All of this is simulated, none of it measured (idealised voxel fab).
Documented hereafter: the process module known as voxel released beams.
The cross-section on display is named cut; it measures 295 nm wide, and its cells are 5 nm squares.
The cross-sections in this document take the form of a grid made of square cells. They are written out as bands, in order from top to bottom. Each band consists of one or more rows of cells. Basically the band line says how high the top is and how high the bottom is, in nm, and then what's in it from left to right, every material with its width in nm. Empty space shows up as "air", and if a single material carries "all across" it runs the full band edge to edge. We count height from 0. Below that, the starting wafer is all one material. The lowest band never ends at the bottom but goes on down; see "z 0 and below" for how that is written. Width: "30..40" (first number = top row, second number = bottom row, same change from row to row of cells). Given "nothing different" for a step, no cell of the cross-section differs between before and after that step. Each empty space that has no open way to the top and spans at least 8 cells appears under "Enclosed void entries" as width x height at distance, the distance counted from the left edge, all in nm. What comes after the settings on a step's line is commentary from the simulator itself on that step. overlay nm: on a step with a mask, how far right of its planned place the mask lay; negative means left.

### Process steps (planned)
- 1: RECEIVE: material Si
- 2: CONFORMAL_DEP: material Al2O3, thk nm 10
- 3: DIRECTIONAL_DEP: material SiO2, thk nm 15
- 4: PATTERN: tone open, mask id ANCHOR, material resist, width nm 35, thk nm 20, overlay nm 0
- 5: DIRECTIONAL_ETCH: etch materials SiO2, depth nm 15
- 6: STRIP: etch materials resist
- 7: CONFORMAL_DEP: material SiN, thk nm 15
- 8: DIRECTIONAL_DEP: material aC, thk nm 15
- 9: PATTERN: tone cover, mask id BEAM, material resist, width nm 115, thk nm 30, overlay nm -15
- 10: DIRECTIONAL_ETCH: etch materials aC, depth nm 15
- 11: STRIP: etch materials resist
- 12: DIRECTIONAL_ETCH: etch materials SiN, depth nm 15
- 13: STRIP: etch materials aC
- 14: STRIP: etch materials SiO2
Heads up: all these wafers start the same, and what changes between them is the overlay nm in step 9. The value you see in the plan is just what the first wafer got.

### First of several wafers (as received, post step 1), cross-sectional view
	z 0 and below = Si all across
	Enclosed void entries: none

### After the module's final step, step 14: the first of several wafers in cross-section
	z 40 to 25 = air: 70, SiN: 35, air: 5, SiN: 75, air: 110
	z 25 to 10 = air: 90, SiN: 35, air: 170
	z 10 to 0 = Al2O3 all across
	z 0 and below = Si all across
	Enclosed void entries: none

### The module's end: a cross-section of the last wafer
	z 40 to 25 = air: 100, SiN: 5, air: 5, SiN: 105, air: 80
	z 25 to 10 = air: 90, SiN: 35, air: 170
	z 10 to 0 = Al2O3 all across
	z 0 and below = Si all across
	Enclosed void entries: none

### Per-wafer rows below. For each material: cells gained (+) or lost (-) since the wafer was received, as of end of module. Then: closed voids
overlay nm -15; +118 Al2O3; +87 SiN; Enclosed void entries: none
overlay nm -10; +118 Al2O3; +87 SiN; Enclosed void entries: none
overlay nm -5; +118 Al2O3; +87 SiN; Enclosed void entries: none
overlay nm 0; +118 Al2O3; +87 SiN; Enclosed void entries: none
overlay nm 5; +118 Al2O3; +87 SiN; Enclosed void entries: none
overlay nm 10; +118 Al2O3; +87 SiN; Enclosed void entries: none
overlay nm 15; +118 Al2O3; +87 SiN; Enclosed void entries: none
